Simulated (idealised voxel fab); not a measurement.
process module | voxel self aligned vias
cross-section cut | 275 nm wide | cells 5 nm
A cross-section is a grid of square cells, given in bands from the top down. A band is one or more rows of cells.
Each band's line starts with the height of the band's top and of its bottom, in nm. Then come its materials from left to right, each with its width in nm. One material with "throughout" fills the band from edge to edge. "air" is empty space.
Height 0 is the level under which the wafer as received is all one material. The lowest band goes on downwards, as in "0 down".
A width such as "30 to 40" changes by the same amount from each row of cells to the next, from the band's top row to its bottom row.
"no change" after a step means that no cell of the cross-section changed.
closed voids: empty space of 8 cells or more with no open way to the top, each as width x height at its distance from the left edge, in nm
after a step's settings: what the simulator itself notes on the step
overlay nm, on a step with a mask: how far to the right of its planned place the mask lay; to the left if negative
plan
1 op RECEIVE | material Si
2 op CONFORMAL_DEP | material SiO2 | thk nm 15
3 op CONFORMAL_DEP | material SiCN | thk nm 5
4 op DIRECTIONAL_DEP | material SiO2 | thk nm 20
5 op MASKED_ETCH | tone open | mask id LINES | width nm 30 | pitch nm 55 | etch materials SiO2 | depth nm 20 | overlay nm 0
6 op CONFORMAL_DEP | material TiN | thk nm 5
7 op FILL_DEP | material Ru | thk nm 10
8 op CMP | height nm 40
9 op SELECTIVE_ETCH | etch materials W Ru TiN | depth nm 10
10 op FILL_DEP | material SiN | thk nm 10
11 op CMP | height nm 40
12 op DIRECTIONAL_DEP | material SiO2 | thk nm 20
13 op PATTERN | tone open | mask id VIAS | material resist | width nm 40 | pitch nm 110 | thk nm 20 | overlay nm 0
14 op DIRECTIONAL_ETCH | etch materials SiO2 | depth nm 20
15 op DIRECTIONAL_ETCH | etch materials SiN | depth nm 10
16 op STRIP | etch materials resist
17 op CONFORMAL_DEP | material TiN | thk nm 5
18 op FILL_DEP | material W | thk nm 5
19 op CMP | height nm 60
20 op CONFORMAL_DEP | material SiCN | thk nm 5
as received, after step 1
  0 down: Si throughout
  closed voids: none
first wafer at the end, as planned
  65 to 60: SiCN throughout
  60 to 45: SiO2 60 | TiN 5 | W 30 | TiN 5 | SiO2 70 | TiN 5 | W 30 | TiN 5 | SiO2 65
  45 to 40: SiO2 60 | TiN 10 | W 20 | TiN 10 | SiO2 70 | TiN 10 | W 20 | TiN 10 | SiO2 65
  40 to 35: SiO2 65 | TiN 5 | W 20 | TiN 5 | SiO2 25 | SiN 30 | SiO2 25 | TiN 5 | W 20 | TiN 5 | SiO2 70
  35 to 30: SiO2 65 | TiN 30 | SiO2 25 | SiN 30 | SiO2 25 | TiN 30 | SiO2 70
  30 to 25: SiO2 65 | TiN 5 | Ru 20 | TiN 5 | SiO2 25 | TiN 5 | Ru 20 | TiN 5 | SiO2 25 | TiN 5 | Ru 20 | TiN 5 | SiO2 70
  25 to 20: SiO2 65 | TiN 30 | SiO2 25 | TiN 30 | SiO2 25 | TiN 30 | SiO2 70
  20 to 15: SiCN throughout
  15 to 0: SiO2 throughout
  0 down: Si throughout
  closed voids: none
second wafer at the end: like start, like plan, one mistake
  65 to 60: SiCN throughout
  60 to 40: SiO2 60 | TiN 5 | W 30 | TiN 5 | SiO2 70 | TiN 5 | W 30 | TiN 5 | SiO2 65
  40 to 35: SiO2 60 | TiN 5 | W 30 | TiN 5 | SiO2 20 | SiN 30 | SiO2 20 | TiN 5 | W 30 | TiN 5 | SiO2 65
  35 to 30: SiO2 60 | TiN 40 | SiO2 20 | SiN 30 | SiO2 20 | TiN 40 | SiO2 65
  30 to 25: SiO2 60 | TiN 10 | Ru 20 | TiN 10 | SiO2 20 | TiN 5 | Ru 20 | TiN 5 | SiO2 20 | TiN 10 | Ru 20 | TiN 10 | SiO2 65
  25 to 20: SiO2 60 | TiN 40 | SiO2 20 | TiN 30 | SiO2 20 | TiN 40 | SiO2 65
  20 to 15: SiCN throughout
  15 to 0: SiO2 throughout
  0 down: Si throughout
  closed voids: none
what went wrong: step 14 was run twice
at the end the second wafer has, in cells: 16 fewer of SiO2 | 8 more of TiN | 8 more of W
